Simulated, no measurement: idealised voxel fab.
Presented below is a process module, voxel wiring stack.
This is section cut - it's 165 nm across, gridded in 5 nm square cells.
We lay out every cross-section as a grid of square cells and spell it out in bands from the top down, where one band means one or more rows of cells. It is stipulated that each band's entry specify, in nanometres, the height of the top of the band and then that of its bottom, followed by the materials of the band in left-to-right sequence, each together with its width in nanometres. A single material marked by the word "everywhere" is understood to fill the band from edge to edge; the word "empty" is understood to denote empty space. A quick word on heights: they are counted from 0, and under that level the wafer as it came to us is one material throughout. The lowest band is different from the rest in having no bottom; it simply continues downward, written as in "0 and below". Read "30 to 40" as a graded width: first number on top, second number at the bottom, same change between each pair of neighbouring rows. Step note "nothing got changed" = no cross-section cell changed. "Enclosed void listing" enumerates empty spaces isolated from the top, with no open way to it, that contain at least 8 cells, giving each as width x height at distance from the left edge, all three in nm. Past the settings on a step's line: simulator remark, on that step. Each step line may optionally specify "overlay nm", which for a step with a mask gives the rightward distance between the mask's planned place and where it lay, a negative value indicating the leftward direction.
-- Steps planned for the process
step 1: RECEIVE with material Si
step 2: CONFORMAL_DEP with material SiO2, thk nm 15
step 3: DIRECTIONAL_DEP with material TiN, thk nm 5
step 4: DIRECTIONAL_DEP with material W, thk nm 15
step 5: PATTERN with tone cover, mask id METAL_1, material resist, width nm 30, pitch nm 50, thk nm 15, overlay nm 0
step 6: DIRECTIONAL_ETCH with etch materials W, depth nm 15
step 7: DIRECTIONAL_ETCH with etch materials TiN, depth nm 5
step 8: STRIP with etch materials resist
step 9: FILL_DEP with material lowk, thk nm 5
step 10: CMP with height nm 35
step 11: CONFORMAL_DEP with material SiCN, thk nm 5
step 12: DIRECTIONAL_DEP with material SiO2, thk nm 25
step 13: MASKED_ETCH with tone open, mask id METAL_2_HOLES, width nm 15, pitch nm 50, etch materials SiO2, depth nm 25, overlay nm 0
step 14: PATTERN with tone open, mask id METAL_2, material resist, width nm 30, pitch nm 50, thk nm 15, overlay nm 0
step 15: DIRECTIONAL_ETCH with etch materials SiO2, depth nm 15
step 16: DIRECTIONAL_ETCH with etch materials SiCN, depth nm 5
step 17: STRIP with etch materials resist
step 18: CONFORMAL_DEP with material TiN, thk nm 5
step 19: FILL_DEP with material Cu, thk nm 5
step 20: CMP with height nm 65
step 21: CONFORMAL_DEP with material SiCN, thk nm 5
step 22: DIRECTIONAL_DEP with material lowk, thk nm 20
step 23: PATTERN with tone open, mask id PLUG_2, material resist, width nm 15, pitch nm 50, thk nm 15, overlay nm 0
step 24: DIRECTIONAL_ETCH with etch materials lowk, depth nm 20
step 25: DIRECTIONAL_ETCH with etch materials SiCN, depth nm 5
step 26: STRIP with etch materials resist
step 27: EPI with material Ru, thk nm 10
step 28: EPI with material Ru, thk nm 10
step 29: EPI with material Ru, thk nm 5
step 30: DIRECTIONAL_DEP with material TiN, thk nm 5
step 31: DIRECTIONAL_DEP with material Ru, thk nm 20
step 32: MASKED_ETCH with tone cover, mask id METAL_3, width nm 30, pitch nm 50, etch materials Ru, depth nm 20, overlay nm 0
step 33: MASKED_ETCH with tone cover, mask id METAL_3, width nm 30, pitch nm 50, etch materials TiN, depth nm 5, overlay nm 0
step 34: FILL_DEP with material SiO2, thk nm 5
step 35: CMP with height nm 115
step 36: CONFORMAL_DEP with material SiCN, thk nm 5
-- Shown in cross-section is the wafer as received, that is, as it stands after step 1
> 0 and below: Si everywhere
> Enclosed void listing: none
-- Final cross-section, module run with one mistake (start and plan as above)
> 120 down to 115: SiCN everywhere
> 115 down to 95: SiO2: 40, Ru: 30, SiO2: 20, Ru: 30, SiO2: 45
> 95 down to 90: SiO2: 40, TiN: 30, SiO2: 20, TiN: 30, SiO2: 45
> 90 down to 70: lowk: 40, Ru: 15, lowk: 35, Ru: 15, lowk: 60
> 70 down to 65: SiCN: 40, Ru: 15, SiCN: 35, Ru: 15, SiCN: 60
> 65 down to 55: SiO2: 40, TiN: 5, SiO2: 20, TiN: 5, SiO2: 20, TiN: 5, SiO2: 20, TiN: 5, SiO2: 45
> 55 down to 50: SiO2: 40, TiN: 5, SiO2: 5, TiN: 20, SiO2: 20, TiN: 5, SiO2: 5, TiN: 20, SiO2: 45
> 50 down to 40: SiO2: 40, TiN: 5, SiO2: 5, TiN: 5, SiO2: 35, TiN: 5, SiO2: 5, TiN: 5, SiO2: 60
> 40 down to 35: SiCN: 40, TiN: 15, SiCN: 35, TiN: 15, SiCN: 60
> 35 down to 20: lowk: 40, W: 30, lowk: 20, W: 30, lowk: 45
> 20 down to 15: lowk: 40, TiN: 30, lowk: 20, TiN: 30, lowk: 45
> 15 down to 0: SiO2 everywhere
> 0 and below: Si everywhere
> Enclosed void listing: none
What went wrong in running the wafer? step 19 ran differently from the plan; actual operation with settings: FILL_DEP with material SiO2, thk nm 5
